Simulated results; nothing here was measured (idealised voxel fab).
Documented hereafter: the process module known as voxel gate over fins.
The width of the displayed cross-section, cut, is 290 nm; its cells are square, with a size of 5 nm.
Cross-sections here: square-cell grids, written as top-down lists of bands, a band being one or more rows of cells. For a band, the entry starts with two heights in nm, that of the top and then that of the bottom, and carries on with the band's materials in order from left to right, each alongside its width in nm; the word "full width" beside a single material means it fills the band edge to edge, and "blank" means empty space. All heights in this document are referenced to 0, defined as the level beneath which the wafer, as received, consists entirely of one material. The lowest band is not bounded below; it extends indefinitely downward and is written in the form "0 -> down". A two-number width, for instance "30..40", indicates that the width is equal to the first number in the top row of the band and to the second number in the bottom row, and that it changes by a constant amount per row of cells. It should be understood that the words "changes: none", when stated for a given step, signify that the cross-section underwent no change in any of its cells during that step. Heads up: "Sealed void inventory" only lists the empty pockets with no open path to the top that are 8 cells or more, and it writes them as width x height at distance, distance from the left edge, in nm. It should be noted that, on the line of a given step, the content following the step's settings is a remark produced by the simulator itself with respect to that step. Each step line may optionally specify "overlay nm", which for a step with a mask gives the rightward distance between the mask's planned place and where it lay, a negative value indicating the leftward direction.
Process steps (planned):
- 1: RECEIVE with material Si
- 2: CONFORMAL_DEP with material SiN, thk nm 10
- 3: DIRECTIONAL_DEP with material aC, thk nm 10
- 4: PATTERN with tone cover, mask id FINS, material resist, width nm 15, pitch nm 45, thk nm 30, overlay nm -15
- 5: DIRECTIONAL_ETCH with etch materials aC, depth nm 10
- 6: STRIP with etch materials resist
- 7: DIRECTIONAL_ETCH with etch materials SiN, depth nm 10
- 8: DIRECTIONAL_ETCH with etch materials Si, depth nm 40
- 9: STRIP with etch materials aC
- 10: OXIDIZE with depth nm 5
- 11: FILL_DEP with material SiO2, thk nm 5
- 12: CMP with height nm 10
- 13: SELECTIVE_ETCH with etch materials SiO2, depth nm 25
- 14: STRIP with etch materials SiN
- 15: CONFORMAL_DEP with material HfO2, thk nm 5
- 16: CONFORMAL_DEP with material TiN, thk nm 5
- 17: CONFORMAL_DEP with material TiAl, thk nm 5
- 18: CONFORMAL_DEP with material TiN, thk nm 5
- 19: FILL_DEP with material W, thk nm 10
- 20: CMP with height nm 25
- 21: CONFORMAL_DEP with material SiN, thk nm 5
It is noted that the wafers described herein are identical at the outset and are distinguished by the overlay nm of step 4; the value stated in the plan corresponds to the first wafer.
The as-received cross-section of the first of several wafers corresponds to the state after step 1:
- 0 -> down  Si full width
- Sealed void inventory: none
The table below has one row for each wafer; a row shows, as of the end of the module, how many cells of each material the wafer has gained, marked (+), or lost, marked (-), since it was received, and then the wafer's closed voids:
overlay nm -15; +76 HfO2; -495 Si; +58 SiN; +330 SiO2; +76 TiAl; +152 TiN; +151 W; Sealed void inventory: none
overlay nm -10; +76 HfO2; -495 Si; +58 SiN; +330 SiO2; +76 TiAl; +152 TiN; +151 W; Sealed void inventory: none
overlay nm -5; +76 HfO2; -495 Si; +58 SiN; +330 SiO2; +76 TiAl; +152 TiN; +151 W; Sealed void inventory: none
overlay nm 0; +76 HfO2; -495 Si; +58 SiN; +330 SiO2; +76 TiAl; +152 TiN; +151 W; Sealed void inventory: none
overlay nm 5; +76 HfO2; -495 Si; +58 SiN; +330 SiO2; +76 TiAl; +152 TiN; +151 W; Sealed void inventory: none
overlay nm 10; +76 HfO2; -495 Si; +58 SiN; +330 SiO2; +76 TiAl; +152 TiN; +151 W; Sealed void inventory: none
overlay nm 15; +76 HfO2; -495 Si; +58 SiN; +330 SiO2; +76 TiAl; +152 TiN; +151 W; Sealed void inventory: none
